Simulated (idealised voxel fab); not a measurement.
Process module under the name voxel tone inversion
Pictured: cross-section cut, 225 nm wide, on a grid of 5 nm square cells.
We lay out every cross-section as a grid of square cells and spell it out in bands from the top down, where one band means one or more rows of cells.
Basically the band line says how high the top is and how high the bottom is, in nm, and then what's in it from left to right, every material with its width in nm. Empty space shows up as "air", and if a single material carries "throughout" it runs the full band edge to edge.
Heads up on the height convention: 0 is the point under which the incoming wafer is all one material, and the lowest band has no bottom, it just keeps going down, like "0 nm and below".
The two numbers in a width such as "30..40" mark its ends across the band: the first belongs to the top row of cells, the second to the bottom row, and from each row to the next the width moves by the same amount.
Any step labelled "changes: none" changed none of the cells in the cross-section.
What "Fully sealed voids" gives you is every empty space of 8 cells or more that is cut off from the top. Each appears as width x height at distance, with the distance taken from the left edge and width, height and distance all in nm.
Step line, after settings: the simulator's comment on this step.
overlay nm: how far to the right of its planned place the mask lay on this masked step (negative: to the left).

[Process steps (planned)]
1 RECEIVE (material Si)
2 CONFORMAL_DEP (material SiN; thk nm 5)
3 DIRECTIONAL_DEP (material polySi; thk nm 20)
4 PATTERN (tone cover; mask id POSTS; material resist; width nm 25; pitch nm 40; thk nm 30; overlay nm 0)
5 DIRECTIONAL_ETCH (etch materials polySi; depth nm 20)
6 STRIP (etch materials resist)
7 FILL_DEP (material lowk; thk nm 10)
8 CMP (height nm 25)
9 STRIP (etch materials polySi)

[Received-state cross-section, reflecting completion of step 1]
    0 nm and below | Si throughout
    Fully sealed voids: none

[First wafer of two, sectioned at end of module; run went per plan]
    25 nm to 5 nm | 40 of lowk, 25 of air, 15 of lowk, 25 of air, 15 of lowk, 25 of air, 15 of lowk, 25 of air, 40 of lowk
    5 nm to 0 nm | SiN throughout
    0 nm and below | Si throughout
    Fully sealed voids: none

[Cross-section of the latter of the two wafers at module completion. It had an identical start and an identical plan to the former; in running it, one mistake was made]
    25 nm to 20 nm | SiN throughout
    20 nm to 0 nm | polySi throughout
    0 nm and below | Si throughout
    Fully sealed voids: none
Run error: contrary to the plan, steps 2 and 3 were processed in exchanged order
Final wafer comparison in cells, second versus first, more or fewer per material: lowk -100 | polySi +180
